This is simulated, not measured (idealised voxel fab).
process module | voxel spacer lines
cross-section cut | 265 nm wide | cells 5 nm
A cross-section is a grid of square cells, given in bands from the top down. A band is one or more rows of cells.
Each band's line starts with the height of the band's top and of its bottom, in nm. Then come its materials from left to right, each with its width in nm. One material with "throughout" fills the band from edge to edge. "air" is empty space.
Height 0 is the level under which the wafer as received is all one material. The lowest band goes on downwards, as in "0 down".
A width such as "30 to 40" changes by the same amount from each row of cells to the next, from the band's top row to its bottom row.
"no change" after a step means that no cell of the cross-section changed.
closed voids: empty space of 8 cells or more with no open way to the top, each as width x height at its distance from the left edge, in nm
after a step's settings: what the simulator itself notes on the step
overlay nm, on a step with a mask: how far to the right of its planned place the mask lay; to the left if negative
plan
1 op RECEIVE | material Si
2 op CONFORMAL_DEP | material Al2O3 | thk nm 5
3 op DIRECTIONAL_DEP | material W | thk nm 20
4 op DIRECTIONAL_DEP | material polySi | thk nm 25
5 op PATTERN | tone cover | mask id MANDREL | material resist | width nm 25 | pitch nm 80 | thk nm 30 | overlay nm 0
6 op DIRECTIONAL_ETCH | etch materials polySi | depth nm 25
7 op STRIP | etch materials resist
8 op CONFORMAL_DEP | material SiN | thk nm 15
9 op DIRECTIONAL_ETCH | etch materials SiN | depth nm 15
10 op STRIP | etch materials polySi
11 op DIRECTIONAL_ETCH | etch materials W | depth nm 20
12 op STRIP | etch materials SiN
13 op FILL_DEP | material SiO2 | thk nm 5
14 op CMP | height nm 25
as received, after step 1
  0 down: Si throughout
  closed voids: none
a wafer at the end: this start, this plan, one mistake
  25 to 20: SiO2 throughout
  20 to 5: SiO2 25 | W 15 | SiO2 25 | W 15 | SiO2 25 | W 15 | SiO2 25 | W 15 | SiO2 25 | W 15 | SiO2 25 | W 15 | SiO2 25
  5 to 0: Al2O3 throughout
  0 down: Si throughout
  closed voids: none
what went wrong: step 3 ran as: op DIRECTIONAL_DEP | material W | thk nm 15
